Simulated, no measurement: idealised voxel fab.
A process module follows: voxel self aligned vias.
210 nm wide, 5 nm square cells: that's cross-section cut.
Cross-section = grid of square cells, listed top down in bands; band = one or more rows.
In this notation a band is specified by the heights of its top and bottom, in that order and in nm, after which its materials appear from left to right, each paired with its width in nm. The word "full width" attached to a single material means that material fills the band from edge to edge; the word "empty" stands for empty space.
The reference from which all heights are counted is 0, the level beneath which the as-received wafer is entirely one material; the lowest band, having no lower bound, proceeds downward and is written after the example "from 0 down".
The notation "30 to 40" denotes a width that varies across the rows of cells in the band, beginning at the first number in the top row, finishing at the second number in the bottom row, and changing by an identical amount from each row to the next.
A step reported as "nothing was modified" is a step in which no cell of the cross-section changed.
The list in "Enclosed void inventory" covers empty spaces of 8 cells or more that cannot reach the top through any open way, and it gives each as width x height at distance; the distance is from the left edge, and width, height and distance are in nm.
That trailing text on a step's line, after the settings, is the simulator's own remark on the step.
Among the settings permitted on a step's line is "overlay nm"; applied to a step with a mask, it specifies the extent to which the mask lay to the right of its planned position, whereas a negative figure signifies a position to the left.
# So here's the lineup of process steps we planned
1. RECEIVE with material Si
2. CONFORMAL_DEP with material SiO2, thk nm 15
3. CONFORMAL_DEP with material SiCN, thk nm 5
4. DIRECTIONAL_DEP with material lowk, thk nm 25
5. PATTERN with tone open, mask id LINES, material resist, width nm 25, pitch nm 50, thk nm 20, overlay nm 0
6. DIRECTIONAL_ETCH with etch materials lowk, depth nm 25
7. STRIP with etch materials resist
8. CONFORMAL_DEP with material TiN, thk nm 5
9. FILL_DEP with material Ru, thk nm 5
10. CMP with height nm 45
11. SELECTIVE_ETCH with etch materials W Ru TiN, depth nm 5
12. FILL_DEP with material SiN, thk nm 10
13. CMP with height nm 45
14. DIRECTIONAL_DEP with material lowk, thk nm 15
15. PATTERN with tone open, mask id VIAS, material resist, width nm 35, pitch nm 100, thk nm 20, overlay nm 0
16. DIRECTIONAL_ETCH with etch materials lowk, depth nm 15
17. DIRECTIONAL_ETCH with etch materials SiN, depth nm 5
18. STRIP with etch materials resist
19. CONFORMAL_DEP with material TiN, thk nm 5
20. FILL_DEP with material Ru, thk nm 5
21. CMP with height nm 60
22. CONFORMAL_DEP with material SiN, thk nm 5
Among the wafers covered here, the point of difference is the thk nm at step 22; their starting state is shared, and the plan presents the value of the first wafer.
# Sectional view: first of several wafers, as received, after step 1
* from 0 down | Si full width
* Enclosed void inventory: none
# Module finished, last step 22 done: cross-section of the first of several wafers
* from 65 to 60 | SiN full width
* from 60 to 50 | lowk 35; TiN 5; Ru 25; TiN 5; lowk 65; TiN 5; Ru 25; TiN 5; lowk 40
* from 50 to 45 | lowk 35; TiN 10; Ru 15; TiN 10; lowk 65; TiN 10; Ru 15; TiN 10; lowk 40
* from 45 to 40 | lowk 40; TiN 25; lowk 25; SiN 25; lowk 25; TiN 25; lowk 45
* from 40 to 25 | lowk 40; TiN 5; Ru 15; TiN 5; lowk 25; TiN 5; Ru 15; TiN 5; lowk 25; TiN 5; Ru 15; TiN 5; lowk 45
* from 25 to 20 | lowk 40; TiN 25; lowk 25; TiN 25; lowk 25; TiN 25; lowk 45
* from 20 to 15 | SiCN full width
* from 15 to 0 | SiO2 full width
* from 0 down | Si full width
* Enclosed void inventory: none
# Cross-section at module completion, last wafer
* from 80 to 60 | SiN full width
* from 60 to 50 | lowk 35; TiN 5; Ru 25; TiN 5; lowk 65; TiN 5; Ru 25; TiN 5; lowk 40
* from 50 to 45 | lowk 35; TiN 10; Ru 15; TiN 10; lowk 65; TiN 10; Ru 15; TiN 10; lowk 40
* from 45 to 40 | lowk 40; TiN 25; lowk 25; SiN 25; lowk 25; TiN 25; lowk 45
* from 40 to 25 | lowk 40; TiN 5; Ru 15; TiN 5; lowk 25; TiN 5; Ru 15; TiN 5; lowk 25; TiN 5; Ru 15; TiN 5; lowk 45
* from 25 to 20 | lowk 40; TiN 25; lowk 25; TiN 25; lowk 25; TiN 25; lowk 45
* from 20 to 15 | SiCN full width
* from 15 to 0 | SiO2 full width
* from 0 down | Si full width
* Enclosed void inventory: none
# wafer rows; end of module; cells per material since receipt: (+) gained, (-) lost; then closed voids
thk nm 5, +53 Ru, +42 SiCN, +47 SiN, +126 SiO2, +59 TiN, +219 lowk, Enclosed void inventory: none
thk nm 10, +53 Ru, +42 SiCN, +89 SiN, +126 SiO2, +59 TiN, +219 lowk, Enclosed void inventory: none
thk nm 15, +53 Ru, +42 SiCN, +131 SiN, +126 SiO2, +59 TiN, +219 lowk, Enclosed void inventory: none
thk nm 20, +53 Ru, +42 SiCN, +173 SiN, +126 SiO2, +59 TiN, +219 lowk, Enclosed void inventory: none
